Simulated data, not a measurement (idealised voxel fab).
Documented hereafter: the process module known as voxel trench capacitor.
Each square cell in cross-section cut measures 5 nm, and the section as a whole is 235 nm wide.
A cross-section is written here as square cells arranged in a grid, and it is given in bands from the top down, each band taking up one or more rows of cells. Per band: top height and bottom height in nm, followed by the left-to-right materials and their widths in nm; "edge to edge" marks a single material spanning edge to edge, "empty" marks empty space. Measure heights from 0. That's the level where, below it, the as-received wafer is all one material. The lowest band is bottomless and extends downward; write it as in "0 down". The width entry "30..40" should be interpreted row by row: the top row of cells in the band takes the first number, the bottom row takes the second number, and the change between adjacent rows is uniform throughout. Where a step carries "nothing was modified", the cross-section came out of it unchanged, cell for cell. "Sealed internal voids" - sealed voids, min. 8 cells, no opening to top; format: width x height at distance (distance from left edge; nm throughout). after a step's settings: what the simulator itself notes on the step. "overlay nm", when on a step's line for a step with a mask, measures how far to the right of its planned place the mask lay; a negative measure means to the left.

List of planned process steps
1. RECEIVE | material Si
2. CONFORMAL_DEP | material SiN | thk nm 5
3. MASKED_ETCH | tone open | mask id TRENCH | width nm 25 | pitch nm 55 | etch materials SiN | depth nm 5 | overlay nm 0
4. MASKED_ETCH | tone open | mask id TRENCH | width nm 25 | pitch nm 55 | etch materials Si | depth nm 40 | overlay nm 0
5. CONFORMAL_DEP | material Al2O3 | thk nm 5
6. FILL_DEP | material polySi | thk nm 10
7. CMP | height nm 5

Cross-section of the wafer upon arrival, representing the state reached after step 1
0 down | Si edge to edge
Sealed internal voids: none

First wafer at the end, as planned
5 to 0 | SiN: 50, then Al2O3: 5, then polySi: 15, then Al2O3: 5, then SiN: 30, then Al2O3: 5, then polySi: 15, then Al2O3: 5, then SiN: 30, then Al2O3: 5, then polySi: 15, then Al2O3: 5, then SiN: 50
0 to -35 | Si: 50, then Al2O3: 5, then polySi: 15, then Al2O3: 5, then Si: 30, then Al2O3: 5, then polySi: 15, then Al2O3: 5, then Si: 30, then Al2O3: 5, then polySi: 15, then Al2O3: 5, then Si: 50
-35 to -40 | Si: 50, then Al2O3: 25, then Si: 30, then Al2O3: 25, then Si: 30, then Al2O3: 25, then Si: 50
-40 down | Si edge to edge
Sealed internal voids: none

Second wafer at the end: like start, like plan, one mistake
5 to 0 | SiN: 55, then Al2O3: 5, then polySi: 5, then Al2O3: 5, then SiN: 40, then Al2O3: 5, then polySi: 5, then Al2O3: 5, then SiN: 40, then Al2O3: 5, then polySi: 5, then Al2O3: 5, then SiN: 55
0 to -35 | Si: 55, then Al2O3: 5, then polySi: 5, then Al2O3: 5, then Si: 40, then Al2O3: 5, then polySi: 5, then Al2O3: 5, then Si: 40, then Al2O3: 5, then polySi: 5, then Al2O3: 5, then Si: 55
-35 to -40 | Si: 55, then Al2O3: 15, then Si: 40, then Al2O3: 15, then Si: 40, then Al2O3: 15, then Si: 55
-40 down | Si edge to edge
Sealed internal voids: none
The mistake made against the process plan was this: contrary to plan, step 3 was performed as MASKED_ETCH | tone open | mask id TRENCH | width nm 15 | pitch nm 55 | etch materials SiN | depth nm 5 | overlay nm 0
Bottom line after processing is that, in cells, the second wafer is up or down on some materials versus the first: -6 Al2O3; +48 Si; +6 SiN; -48 polySi
